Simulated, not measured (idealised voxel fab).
The document below concerns the process module designated voxel double patterning.
The width of the displayed cross-section, cut, is 200 nm; its cells are square, with a size of 5 nm.
Notation: cross-section as square-cell grid; stated in bands, top first, going down; one or more cell rows per band. In this notation a band is specified by the heights of its top and bottom, in that order and in nm, after which its materials appear from left to right, each paired with its width in nm. The word "all across" attached to a single material means that material fills the band from edge to edge; the word "air" stands for empty space. Heads up on the height convention: 0 is the point under which the incoming wafer is all one material, and the lowest band has no bottom, it just keeps going down, like "top 0, no bottom". A two-number width, for instance "30..40", indicates that the width is equal to the first number in the top row of the band and to the second number in the bottom row, and that it changes by a constant amount per row of cells. Reading "same as before" for a step: not a cell of the cross-section changed in it. "Enclosed internal voids" means: voids of 8 cells or more that are shut off from the top with no open way through. Written width x height at distance, distance from the left edge, in nm. Anything after a step's settings on that line? It's the simulator's own note about the step. Among the settings permitted on a step's line is "overlay nm"; applied to a step with a mask, it specifies the extent to which the mask lay to the right of its planned position, whereas a negative figure signifies a position to the left.

## Intended process steps
- 1: RECEIVE (material Si)
- 2: CONFORMAL_DEP (material SiO2; thk nm 10)
- 3: DIRECTIONAL_DEP (material polySi; thk nm 20)
- 4: DIRECTIONAL_DEP (material SiN; thk nm 5)
- 5: MASKED_ETCH (tone open; mask id FIRST; width nm 15; pitch nm 50; etch materials SiN; depth nm 5; overlay nm 0)
- 6: PATTERN (tone open; mask id SECOND; material resist; width nm 15; pitch nm 50; thk nm 15; overlay nm 0)
- 7: DIRECTIONAL_ETCH (etch materials SiN; depth nm 5)
- 8: STRIP (etch materials resist)
- 9: DIRECTIONAL_ETCH (etch materials polySi; depth nm 20)
- 10: STRIP (etch materials SiN)

## Cross-section of the wafer as it came to us, i.e., already through step 1
> top 0, no bottom: Si all across
> Enclosed internal voids: none

## Wafer at module end, in section. Began as above, planned as above, run with one mistake
> top 30, bottom 10: air: 40, then polySi: 15, then air: 35, then polySi: 15, then air: 35, then polySi: 15, then air: 45
> top 10, bottom 0: SiO2 all across
> top 0, no bottom: Si all across
> Enclosed internal voids: none
Plan not followed: step 5 off recipe, ran as MASKED_ETCH (tone cover; mask id FIRST; width nm 15; pitch nm 50; etch materials SiN; depth nm 5; overlay nm 0)
